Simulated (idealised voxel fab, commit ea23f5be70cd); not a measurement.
The process module presented herein is designated voxel wiring stack.
Cross-section cut: width 275 nm, square cells of 5 nm.
A cross-section in this document is a grid of square cells, and it is written down as bands, the top band listed before the ones below it; a band is made up of one or more rows of cells. Basically the band line says how high the top is and how high the bottom is, in nm, and then what's in it from left to right, every material with its width in nm. Empty space shows up as "air", and if a single material carries "everywhere" it runs the full band edge to edge. Note: height 0 marks the level under which the wafer is uniformly one material as received. Lowest band unbounded below, written "0 nm and below". A width such as "30..40" changes by the same amount from each row of cells to the next, from the band's top row to its bottom row. Take "no alterations made" at face value: in the step it is given for, the cross-section changed in none of its cells. Voids not open to the top, 8 cells minimum: see "Voids lacking openings". Written width x height at distance; distance is from the left edge; nm. Heads up: the bit after the settings on a step's line is the simulator's remark on that step. Each step line may optionally specify "overlay nm", which for a step with a mask gives the rightward distance between the mask's planned place and where it lay, a negative value indicating the leftward direction.

Steps planned for the process
step 1: RECEIVE (material Si)
step 2: CONFORMAL_DEP (material SiO2; thk nm 10)
step 3: DIRECTIONAL_DEP (material TiN; thk nm 5)
step 4: DIRECTIONAL_DEP (material W; thk nm 25)
step 5: PATTERN (tone cover; mask id METAL_1; material resist; width nm 20; pitch nm 35; thk nm 15; overlay nm 0)
step 6: DIRECTIONAL_ETCH (etch materials W; depth nm 25)
step 7: DIRECTIONAL_ETCH (etch materials TiN; depth nm 5)
step 8: STRIP (etch materials resist)
step 9: FILL_DEP (material lowk; thk nm 5)
step 10: CMP (height nm 40)
step 11: CONFORMAL_DEP (material SiCN; thk nm 5)
step 12: DIRECTIONAL_DEP (material SiO2; thk nm 15)
step 13: PATTERN (tone open; mask id PLUG_1; material resist; width nm 15; pitch nm 70; thk nm 20; overlay nm 0)
step 14: DIRECTIONAL_ETCH (etch materials SiO2; depth nm 15)
step 15: DIRECTIONAL_ETCH (etch materials SiCN; depth nm 5)
step 16: STRIP (etch materials resist)
step 17: EPI (material Ru; thk nm 10)
step 18: EPI (material Ru; thk nm 10)
step 19: DIRECTIONAL_DEP (material TiN; thk nm 5)
step 20: DIRECTIONAL_DEP (material W; thk nm 25)
step 21: DIRECTIONAL_DEP (material aC; thk nm 15)
step 22: PATTERN (tone cover; mask id METAL_2; material resist; width nm 20; pitch nm 35; thk nm 30; overlay nm 0)
step 23: DIRECTIONAL_ETCH (etch materials aC; depth nm 15)
step 24: STRIP (etch materials resist)
step 25: DIRECTIONAL_ETCH (etch materials W; depth nm 25)
step 26: DIRECTIONAL_ETCH (etch materials TiN; depth nm 5)
step 27: STRIP (etch materials aC)
step 28: FILL_DEP (material lowk; thk nm 5)
step 29: CMP (height nm 90)
step 30: CONFORMAL_DEP (material SiCN; thk nm 5)
step 31: DIRECTIONAL_DEP (material SiO2; thk nm 10)
step 32: DIRECTIONAL_DEP (material aC; thk nm 10)
step 33: PATTERN (tone open; mask id PLUG_2; material resist; width nm 15; pitch nm 70; thk nm 25; overlay nm 0)
step 34: DIRECTIONAL_ETCH (etch materials aC; depth nm 10)
step 35: STRIP (etch materials resist)
step 36: DIRECTIONAL_ETCH (etch materials SiO2; depth nm 10)
step 37: DIRECTIONAL_ETCH (etch materials SiCN; depth nm 5)
step 38: STRIP (etch materials aC)
step 39: CONFORMAL_DEP (material TiN; thk nm 5)
step 40: FILL_DEP (material Ru; thk nm 5)
step 41: CMP (height nm 105)
step 42: CONFORMAL_DEP (material SiN; thk nm 5)
step 43: DIRECTIONAL_DEP (material SiO2; thk nm 15)
step 44: PATTERN (tone open; mask id METAL_3; material resist; width nm 20; pitch nm 35; thk nm 20; overlay nm 0)
step 45: DIRECTIONAL_ETCH (etch materials SiO2; depth nm 15)
step 46: DIRECTIONAL_ETCH (etch materials SiN; depth nm 5)
step 47: STRIP (etch materials resist)
step 48: CONFORMAL_DEP (material TiN; thk nm 5)
step 49: FILL_DEP (material Cu; thk nm 10)
step 50: CMP (height nm 125)
step 51: EPI (material Ru; thk nm 5)
step 52: FILL_DEP (material SiCN; thk nm 5)

First wafer out of two, processed as planned

Wafer cross-section on receipt, i.e. after step 1
* 0 nm and below: Si everywhere
* Voids lacking openings: none

Cross-section of the wafer after step 2
* 10 nm to 0 nm: SiO2 everywhere
* Below 0, the layers are the same as they were.

Cross-section of the wafer after step 3
* 15 nm to 10 nm: TiN everywhere
* Below 10, the layers are the same as they were.

Cross-section of the wafer after step 4
* 40 nm to 15 nm: W everywhere
* Below 15, the layers are the same as they were.

Cross-section of the wafer after step 5
* 55 nm to 40 nm: air (90) / resist (20) / air (15) / resist (20) / air (15) / resist (20) / air (95)
* Below 40, the layers are the same as they were.

Cross-section of the wafer after step 6
* 55 nm to 40 nm: air (90) / resist (20) / air (15) / resist (20) / air (15) / resist (20) / air (95)
* 40 nm to 15 nm: air (90) / W (20) / air (15) / W (20) / air (15) / W (20) / air (95)
* Below 15, the layers are the same as they were.

Cross-section of the wafer after step 7
* 55 nm to 40 nm: air (90) / resist (20) / air (15) / resist (20) / air (15) / resist (20) / air (95)
* 40 nm to 15 nm: air (90) / W (20) / air (15) / W (20) / air (15) / W (20) / air (95)
* 15 nm to 10 nm: air (90) / TiN (20) / air (15) / TiN (20) / air (15) / TiN (20) / air (95)
* Below 10, the layers are the same as they were.

Cross-section of the wafer after step 8
* 40 nm to 15 nm: air (90) / W (20) / air (15) / W (20) / air (15) / W (20) / air (95)
* Below 15, the layers are the same as they were.

Cross-section of the wafer after step 9
* 45 nm to 40 nm: lowk everywhere
* 40 nm to 15 nm: lowk (90) / W (20) / lowk (15) / W (20) / lowk (15) / W (20) / lowk (95)
* 15 nm to 10 nm: lowk (90) / TiN (20) / lowk (15) / TiN (20) / lowk (15) / TiN (20) / lowk (95)
* Below 10, the layers are the same as they were.

Cross-section of the wafer after step 10
* 40 nm to 15 nm: lowk (90) / W (20) / lowk (15) / W (20) / lowk (15) / W (20) / lowk (95)
* Below 15, the layers are the same as they were.

Cross-section of the wafer after step 11
* 45 nm to 40 nm: SiCN everywhere
* Below 40, the layers are the same as they were.

Cross-section of the wafer after step 12
* 60 nm to 45 nm: SiO2 everywhere
* Below 45, the layers are the same as they were.

Cross-section of the wafer after step 13
* 80 nm to 60 nm: resist (90) / air (15) / resist (55) / air (15) / resist (100)
* Below 60, the layers are the same as they were.

Cross-section of the wafer after step 14
* 80 nm to 60 nm: resist (90) / air (15) / resist (55) / air (15) / resist (100)
* 60 nm to 45 nm: SiO2 (90) / air (15) / SiO2 (55) / air (15) / SiO2 (100)
* Below 45, the layers are the same as they were.

Cross-section of the wafer after step 15
* 80 nm to 60 nm: resist (90) / air (15) / resist (55) / air (15) / resist (100)
* 60 nm to 45 nm: SiO2 (90) / air (15) / SiO2 (55) / air (15) / SiO2 (100)
* 45 nm to 40 nm: SiCN (90) / air (15) / SiCN (55) / air (15) / SiCN (100)
* Below 40, the layers are the same as they were.

Cross-section of the wafer after step 16
* 60 nm to 45 nm: SiO2 (90) / air (15) / SiO2 (55) / air (15) / SiO2 (100)
* Below 45, the layers are the same as they were.

Cross-section of the wafer after step 17
* 60 nm to 50 nm: SiO2 (90) / air (15) / SiO2 (55) / air (15) / SiO2 (100)
* 50 nm to 45 nm: SiO2 (90) / Ru (15) / SiO2 (55) / Ru (15) / SiO2 (100)
* 45 nm to 40 nm: SiCN (90) / Ru (15) / SiCN (55) / Ru (15) / SiCN (100)
* Below 40, the layers are the same as they were.

Cross-section of the wafer after step 18
* 60 nm to 45 nm: SiO2 (90) / Ru (15) / SiO2 (55) / Ru (15) / SiO2 (100)
* Below 45, the layers are the same as they were.

Cross-section of the wafer after step 19
* 65 nm to 60 nm: TiN everywhere
* Below 60, the layers are the same as they were.

Cross-section of the wafer after step 20
* 90 nm to 65 nm: W everywhere
* Below 65, the layers are the same as they were.

Cross-section of the wafer after step 21
* 105 nm to 90 nm: aC everywhere
* Below 90, the layers are the same as they were.

Cross-section of the wafer after step 22
* 135 nm to 105 nm: air (90) / resist (20) / air (15) / resist (20) / air (15) / resist (20) / air (95)
* Below 105, the layers are the same as they were.

Cross-section of the wafer after step 23
* 120 nm to 105 nm: air (90) / resist (20) / air (15) / resist (20) / air (15) / resist (20) / air (95)
* 105 nm to 90 nm: air (90) / aC (20) / air (15) / aC (20) / air (15) / aC (20) / air (95)
* Below 90, the layers are the same as they were.

Cross-section of the wafer after step 24
* 105 nm to 90 nm: air (90) / aC (20) / air (15) / aC (20) / air (15) / aC (20) / air (95)
* Below 90, the layers are the same as they were.

Cross-section of the wafer after step 25
* 105 nm to 90 nm: air (90) / aC (20) / air (15) / aC (20) / air (15) / aC (20) / air (95)
* 90 nm to 65 nm: air (90) / W (20) / air (15) / W (20) / air (15) / W (20) / air (95)
* Below 65, the layers are the same as they were.

Cross-section of the wafer after step 26
* 105 nm to 90 nm: air (90) / aC (20) / air (15) / aC (20) / air (15) / aC (20) / air (95)
* 90 nm to 65 nm: air (90) / W (20) / air (15) / W (20) / air (15) / W (20) / air (95)
* 65 nm to 60 nm: air (90) / TiN (20) / air (15) / TiN (20) / air (15) / TiN (20) / air (95)
* Below 60, the layers are the same as they were.

Cross-section of the wafer after step 27
* 90 nm to 65 nm: air (90) / W (20) / air (15) / W (20) / air (15) / W (20) / air (95)
* Below 65, the layers are the same as they were.

Cross-section of the wafer after step 28
* 95 nm to 90 nm: lowk everywhere
* 90 nm to 65 nm: lowk (90) / W (20) / lowk (15) / W (20) / lowk (15) / W (20) / lowk (95)
* 65 nm to 60 nm: lowk (90) / TiN (20) / lowk (15) / TiN (20) / lowk (15) / TiN (20) / lowk (95)
* Below 60, the layers are the same as they were.

Cross-section of the wafer after step 29
* 90 nm to 65 nm: lowk (90) / W (20) / lowk (15) / W (20) / lowk (15) / W (20) / lowk (95)
* Below 65, the layers are the same as they were.

Cross-section of the wafer after step 30
* 95 nm to 90 nm: SiCN everywhere
* Below 90, the layers are the same as they were.

Cross-section of the wafer after step 31
* 105 nm to 95 nm: SiO2 everywhere
* Below 95, the layers are the same as they were.

Cross-section of the wafer after step 32
* 115 nm to 105 nm: aC everywhere
* Below 105, the layers are the same as they were.

Cross-section of the wafer after step 33
* 140 nm to 115 nm: resist (90) / air (15) / resist (55) / air (15) / resist (100)
* Below 115, the layers are the same as they were.

Cross-section of the wafer after step 34
* 130 nm to 115 nm: resist (90) / air (15) / resist (55) / air (15) / resist (100)
* 115 nm to 105 nm: aC (90) / air (15) / aC (55) / air (15) / aC (100)
* Below 105, the layers are the same as they were.

Cross-section of the wafer after step 35
* 115 nm to 105 nm: aC (90) / air (15) / aC (55) / air (15) / aC (100)
* Below 105, the layers are the same as they were.

Cross-section of the wafer after step 36
* 115 nm to 105 nm: aC (90) / air (15) / aC (55) / air (15) / aC (100)
* 105 nm to 95 nm: SiO2 (90) / air (15) / SiO2 (55) / air (15) / SiO2 (100)
* Below 95, the layers are the same as they were.

Cross-section of the wafer after step 37
* 115 nm to 105 nm: aC (90) / air (15) / aC (55) / air (15) / aC (100)
* 105 nm to 95 nm: SiO2 (90) / air (15) / SiO2 (55) / air (15) / SiO2 (100)
* 95 nm to 90 nm: SiCN (90) / air (15) / SiCN (55) / air (15) / SiCN (100)
* Below 90, the layers are the same as they were.

Cross-section of the wafer after step 38
* 105 nm to 95 nm: SiO2 (90) / air (15) / SiO2 (55) / air (15) / SiO2 (100)
* Below 95, the layers are the same as they were.

Cross-section of the wafer after step 39
* 110 nm to 105 nm: TiN (95) / air (5) / TiN (65) / air (5) / TiN (105)
* 105 nm to 95 nm: SiO2 (90) / TiN (5) / air (5) / TiN (5) / SiO2 (55) / TiN (5) / air (5) / TiN (5) / SiO2 (100)
* 95 nm to 90 nm: SiCN (90) / TiN (15) / SiCN (55) / TiN (15) / SiCN (100)
* Below 90, the layers are the same as they were.

Cross-section of the wafer after step 40
* 115 nm to 110 nm: Ru everywhere
* 110 nm to 105 nm: TiN (95) / Ru (5) / TiN (65) / Ru (5) / TiN (105)
* 105 nm to 95 nm: SiO2 (90) / TiN (5) / Ru (5) / TiN (5) / SiO2 (55) / TiN (5) / Ru (5) / TiN (5) / SiO2 (100)
* Below 95, the layers are the same as they were.

Cross-section of the wafer after step 41
* 105 nm to 95 nm: SiO2 (90) / TiN (5) / Ru (5) / TiN (5) / SiO2 (55) / TiN (5) / Ru (5) / TiN (5) / SiO2 (100)
* Below 95, the layers are the same as they were.

Cross-section of the wafer after step 42
* 110 nm to 105 nm: SiN everywhere
* Below 105, the layers are the same as they were.

Cross-section of the wafer after step 43
* 125 nm to 110 nm: SiO2 everywhere
* Below 110, the layers are the same as they were.

Cross-section of the wafer after step 44
* 145 nm to 125 nm: resist (90) / air (20) / resist (15) / air (20) / resist (15) / air (20) / resist (95)
* Below 125, the layers are the same as they were.

Cross-section of the wafer after step 45
* 145 nm to 125 nm: resist (90) / air (20) / resist (15) / air (20) / resist (15) / air (20) / resist (95)
* 125 nm to 110 nm: SiO2 (90) / air (20) / SiO2 (15) / air (20) / SiO2 (15) / air (20) / SiO2 (95)
* Below 110, the layers are the same as they were.

Cross-section of the wafer after step 46
* 145 nm to 125 nm: resist (90) / air (20) / resist (15) / air (20) / resist (15) / air (20) / resist (95)
* 125 nm to 110 nm: SiO2 (90) / air (20) / SiO2 (15) / air (20) / SiO2 (15) / air (20) / SiO2 (95)
* 110 nm to 105 nm: SiN (90) / air (20) / SiN (15) / air (20) / SiN (15) / air (20) / SiN (95)
* Below 105, the layers are the same as they were.

Cross-section of the wafer after step 47
* 125 nm to 110 nm: SiO2 (90) / air (20) / SiO2 (15) / air (20) / SiO2 (15) / air (20) / SiO2 (95)
* Below 110, the layers are the same as they were.

Cross-section of the wafer after step 48
* 130 nm to 125 nm: TiN (95) / air (10) / TiN (25) / air (10) / TiN (25) / air (10) / TiN (100)
* 125 nm to 110 nm: SiO2 (90) / TiN (5) / air (10) / TiN (5) / SiO2 (15) / TiN (5) / air (10) / TiN (5) / SiO2 (15) / TiN (5) / air (10) / TiN (5) / SiO2 (95)
* 110 nm to 105 nm: SiN (90) / TiN (20) / SiN (15) / TiN (20) / SiN (15) / TiN (20) / SiN (95)
* Below 105, the layers are the same as they were.

Cross-section of the wafer after step 49
* 140 nm to 130 nm: Cu everywhere
* 130 nm to 125 nm: TiN (95) / Cu (10) / TiN (25) / Cu (10) / TiN (25) / Cu (10) / TiN (100)
* 125 nm to 110 nm: SiO2 (90) / TiN (5) / Cu (10) / TiN (5) / SiO2 (15) / TiN (5) / Cu (10) / TiN (5) / SiO2 (15) / TiN (5) / Cu (10) / TiN (5) / SiO2 (95)
* Below 110, the layers are the same as they were.

Cross-section of the wafer after step 50
* 125 nm to 110 nm: SiO2 (90) / TiN (5) / Cu (10) / TiN (5) / SiO2 (15) / TiN (5) / Cu (10) / TiN (5) / SiO2 (15) / TiN (5) / Cu (10) / TiN (5) / SiO2 (95)
* Below 110, the layers are the same as they were.

Cross-section of the wafer after step 51
* 130 nm to 125 nm: air (85) / Ru (30) / air (5) / Ru (30) / air (5) / Ru (30) / air (90)
* Below 125, the layers are the same as they were.

Cross-section of the wafer after step 52
* 135 nm to 130 nm: SiCN everywhere
* 130 nm to 125 nm: SiCN (85) / Ru (30) / SiCN (5) / Ru (30) / SiCN (5) / Ru (30) / SiCN (90)
* Below 125, the layers are the same as they were.

Wafer two of the pair: same origin, same plan, one error during the run; identical to wafer one up to and including step 41

Cross-sectional representation of the second wafer at the time designated in the plan for the completion of step 42
* 110 nm to 105 nm: lowk everywhere
* Below 105, the layers are the same as they were.

Cross-sectional representation of the second wafer at the time designated in the plan for the completion of step 43
* 125 nm to 110 nm: SiO2 everywhere
* Below 110, the layers are the same as they were.

Cross-sectional representation of the second wafer at the time designated in the plan for the completion of step 44
* 145 nm to 125 nm: resist (90) / air (20) / resist (15) / air (20) / resist (15) / air (20) / resist (95)
* Below 125, the layers are the same as they were.

Cross-sectional representation of the second wafer at the time designated in the plan for the completion of step 45
* 145 nm to 125 nm: resist (90) / air (20) / resist (15) / air (20) / resist (15) / air (20) / resist (95)
* 125 nm to 110 nm: SiO2 (90) / air (20) / SiO2 (15) / air (20) / SiO2 (15) / air (20) / SiO2 (95)
* Below 110, the layers are the same as they were.

Cross-sectional representation of the second wafer at the time designated in the plan for the completion of step 46: no alterations made

Cross-sectional representation of the second wafer at the time designated in the plan for the completion of step 47
* 125 nm to 110 nm: SiO2 (90) / air (20) / SiO2 (15) / air (20) / SiO2 (15) / air (20) / SiO2 (95)
* Below 110, the layers are the same as they were.

Cross-sectional representation of the second wafer at the time designated in the plan for the completion of step 48
* 130 nm to 125 nm: TiN (95) / air (10) / TiN (25) / air (10) / TiN (25) / air (10) / TiN (100)
* 125 nm to 115 nm: SiO2 (90) / TiN (5) / air (10) / TiN (5) / SiO2 (15) / TiN (5) / air (10) / TiN (5) / SiO2 (15) / TiN (5) / air (10) / TiN (5) / SiO2 (95)
* 115 nm to 110 nm: SiO2 (90) / TiN (20) / SiO2 (15) / TiN (20) / SiO2 (15) / TiN (20) / SiO2 (95)
* Below 110, the layers are the same as they were.

Cross-sectional representation of the second wafer at the time designated in the plan for the completion of step 49
* 140 nm to 130 nm: Cu everywhere
* 130 nm to 125 nm: TiN (95) / Cu (10) / TiN (25) / Cu (10) / TiN (25) / Cu (10) / TiN (100)
* 125 nm to 115 nm: SiO2 (90) / TiN (5) / Cu (10) / TiN (5) / SiO2 (15) / TiN (5) / Cu (10) / TiN (5) / SiO2 (15) / TiN (5) / Cu (10) / TiN (5) / SiO2 (95)
* Below 115, the layers are the same as they were.

Cross-sectional representation of the second wafer at the time designated in the plan for the completion of step 50
* 125 nm to 115 nm: SiO2 (90) / TiN (5) / Cu (10) / TiN (5) / SiO2 (15) / TiN (5) / Cu (10) / TiN (5) / SiO2 (15) / TiN (5) / Cu (10) / TiN (5) / SiO2 (95)
* Below 115, the layers are the same as they were.

Cross-sectional representation of the second wafer at the time designated in the plan for the completion of step 51
* 130 nm to 125 nm: air (85) / Ru (30) / air (5) / Ru (30) / air (5) / Ru (30) / air (90)
* Below 125, the layers are the same as they were.

Cross-sectional representation of the second wafer at the time designated in the plan for the completion of step 52
* 135 nm to 130 nm: SiCN everywhere
* 130 nm to 125 nm: SiCN (85) / Ru (30) / SiCN (5) / Ru (30) / SiCN (5) / Ru (30) / SiCN (90)
* Below 125, the layers are the same as they were.
In executing the process, a mistake was made relative to the plan: step 42 was not run as planned; what actually ran was CONFORMAL_DEP (material lowk; thk nm 5)
Upon completion, the second wafer contains, in terms of cells, a greater or smaller amount of certain materials than the first wafer: -6 Cu | -43 SiN | -6 TiN | +55 lowk
